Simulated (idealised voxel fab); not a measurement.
Proc. module: voxel transistor to metal
290 nm wide, 5 nm square cells: that's cross-section cut.
If you're reading a cross-section in this doc, picture square cells in a grid; it comes to you as bands, top ones listed first down to the bottom, and a band can be one or more rows of cells. Look at the band entry: it leads with the top's height and the bottom's height in nm. Then it lists the materials left to right, with a width in nm for each. The word "throughout" on a single material says that material fills the band edge to edge. The word "air" is empty space. Height 0 is the level under which the wafer as received is all one material. The lowest band goes on downwards, as in "0 -> down". Graded width ("30->40"): value in top row of band = first number; value in bottom row = second number; row-to-row change constant. Given "remained unchanged" for a step, no cell of the cross-section differs between before and after that step. Entry "Closed cavities" = empty spaces >= 8 cells with no open way to the top; each as width x height at distance, distance from left edge, all nm. Where a step's line continues beyond its settings, the continuation is a remark by the simulator itself on that step. "overlay nm" answers the question of how far to the right of plan the mask lay on a step that has a mask, and when it is negative the answer is to the left.

Process steps (planned):
1 op RECEIVE | material Si
2 op OXIDIZE | depth nm 5
3 op CONFORMAL_DEP | material SiN | thk nm 10
4 op PATTERN | tone cover | mask id ACTIVE | material resist | width nm 115 | pitch nm 140 | thk nm 15 | overlay nm 0
5 op DIRECTIONAL_ETCH | etch materials SiN | depth nm 10
6 op DIRECTIONAL_ETCH | etch materials SiO2 | depth nm 5
7 op DIRECTIONAL_ETCH | etch materials Si | depth nm 35
8 op STRIP | etch materials resist
9 op FILL_DEP | material SiO2 | thk nm 10
10 op CMP | height nm 10
11 op SELECTIVE_ETCH | etch materials SiO2 | depth nm 10
12 op STRIP | etch materials SiN
13 op SELECTIVE_ETCH | etch materials SiO2 | depth nm 5
14 op OXIDIZE | depth nm 5
15 op DIRECTIONAL_DEP | material polySi | thk nm 20
16 op DIRECTIONAL_DEP | material SiCN | thk nm 15
17 op PATTERN | tone cover | mask id GATE | material resist | width nm 25 | pitch nm 140 | thk nm 15 | overlay nm 0
18 op DIRECTIONAL_ETCH | etch materials SiCN | depth nm 25
19 op DIRECTIONAL_ETCH | etch materials polySi | depth nm 30
20 op STRIP | etch materials resist
21 op CONFORMAL_DEP | material SiN | thk nm 5
22 op DIRECTIONAL_ETCH | etch materials SiN | depth nm 5
23 op DIRECTIONAL_ETCH | etch materials SiO2 | depth nm 5
24 op DIRECTIONAL_ETCH | etch materials Si | depth nm 15
25 op EPI | material nSi | thk nm 20
26 op FILL_DEP | material SiO2 | thk nm 10
27 op CMP | height nm 15
28 op STRIP | etch materials polySi
29 op SELECTIVE_ETCH | etch materials SiO2 | depth nm 5
30 op CONFORMAL_DEP | material HfO2 | thk nm 5
31 op CONFORMAL_DEP | material TiN | thk nm 5
32 op FILL_DEP | material W | thk nm 10
33 op CMP | height nm 10
34 op DIRECTIONAL_DEP | material SiO2 | thk nm 15
35 op MASKED_ETCH | tone open | mask id CONTACT | width nm 15 | etch materials SiO2 | depth nm 30 | overlay nm 0
36 op CONFORMAL_DEP | material TiN | thk nm 5
37 op FILL_DEP | material Ru | thk nm 5
38 op CMP | height nm 25
39 op CONFORMAL_DEP | material SiN | thk nm 5
40 op DIRECTIONAL_DEP | material SiO2 | thk nm 20
41 op DIRECTIONAL_DEP | material aC | thk nm 10
42 op PATTERN | tone open | mask id METAL_1 | material resist | width nm 15 | thk nm 30 | overlay nm 0
43 op DIRECTIONAL_ETCH | etch materials aC | depth nm 10
44 op STRIP | etch materials resist
45 op DIRECTIONAL_ETCH | etch materials SiO2 | depth nm 20
46 op DIRECTIONAL_ETCH | etch materials SiN | depth nm 5
47 op STRIP | etch materials aC
48 op CONFORMAL_DEP | material TiN | thk nm 5
49 op FILL_DEP | material Cu | thk nm 5
50 op CMP | height nm 50
51 op EPI | material Ru | thk nm 5
52 op FILL_DEP | material SiCN | thk nm 5

Delivered wafer in cross-section: state after step 1:
    0 -> down | Si throughout
    Closed cavities: none

Starting wafer: above. Plan: above. Run: one mistake. Cross-section after the module: below:
    60 -> 55 | SiCN throughout
    55 -> 50 | SiCN=20, Ru=25, SiCN=55, Ru=25, SiCN=35, Ru=25, SiCN=55, Ru=25, SiCN=25
    50 -> 30 | SiO2=25, TiN=5, Cu=5, TiN=5, SiO2=65, TiN=5, Cu=5, TiN=5, SiO2=45, TiN=5, Cu=5, TiN=5, SiO2=65, TiN=5, Cu=5, TiN=5, SiO2=30
    30 -> 25 | SiN=25, TiN=15, SiN=65, TiN=15, SiN=45, TiN=15, SiN=65, TiN=15, SiN=30
    25 -> 15 | SiO2=25, TiN=5, Ru=5, TiN=5, SiO2=65, TiN=5, Ru=5, TiN=5, SiO2=45, TiN=5, Ru=5, TiN=5, SiO2=65, TiN=5, Ru=5, TiN=5, SiO2=30
    15 -> 10 | SiO2=25, TiN=15, SiO2=65, TiN=15, SiO2=45, TiN=15, SiO2=65, TiN=15, SiO2=30
    10 -> 0 | SiO2=25, TiN=10, nSi=20, SiN=5, HfO2=5, TiN=5, W=5, TiN=5, HfO2=5, SiN=5, nSi=20, TiN=10, SiO2=45, TiN=10, nSi=20, SiN=5, HfO2=5, TiN=5, W=5, TiN=5, HfO2=5, SiN=5, nSi=20, TiN=10, SiO2=30
    0 -> -5 | SiO2=25, TiN=10, nSi=20, SiN=5, HfO2=5, TiN=15, HfO2=5, SiN=5, nSi=20, TiN=10, SiO2=45, TiN=10, nSi=20, SiN=5, HfO2=5, TiN=15, HfO2=5, SiN=5, nSi=20, TiN=10, SiO2=30
    -5 -> -10 | SiO2=10, nSi=45, HfO2=35, nSi=45, SiO2=15, nSi=45, HfO2=35, nSi=45, SiO2=15
    -10 -> -25 | SiO2=15, nSi=40, Si=35, nSi=40, SiO2=25, nSi=40, Si=35, nSi=40, SiO2=20
    -25 -> -45 | SiO2=15, Si=115, SiO2=25, Si=115, SiO2=20
    -45 -> down | Si throughout
    Closed cavities: none
Error vs. plan: in deviation from the planned setting, step 7 was conducted as op DIRECTIONAL_ETCH | etch materials Si | depth nm 40
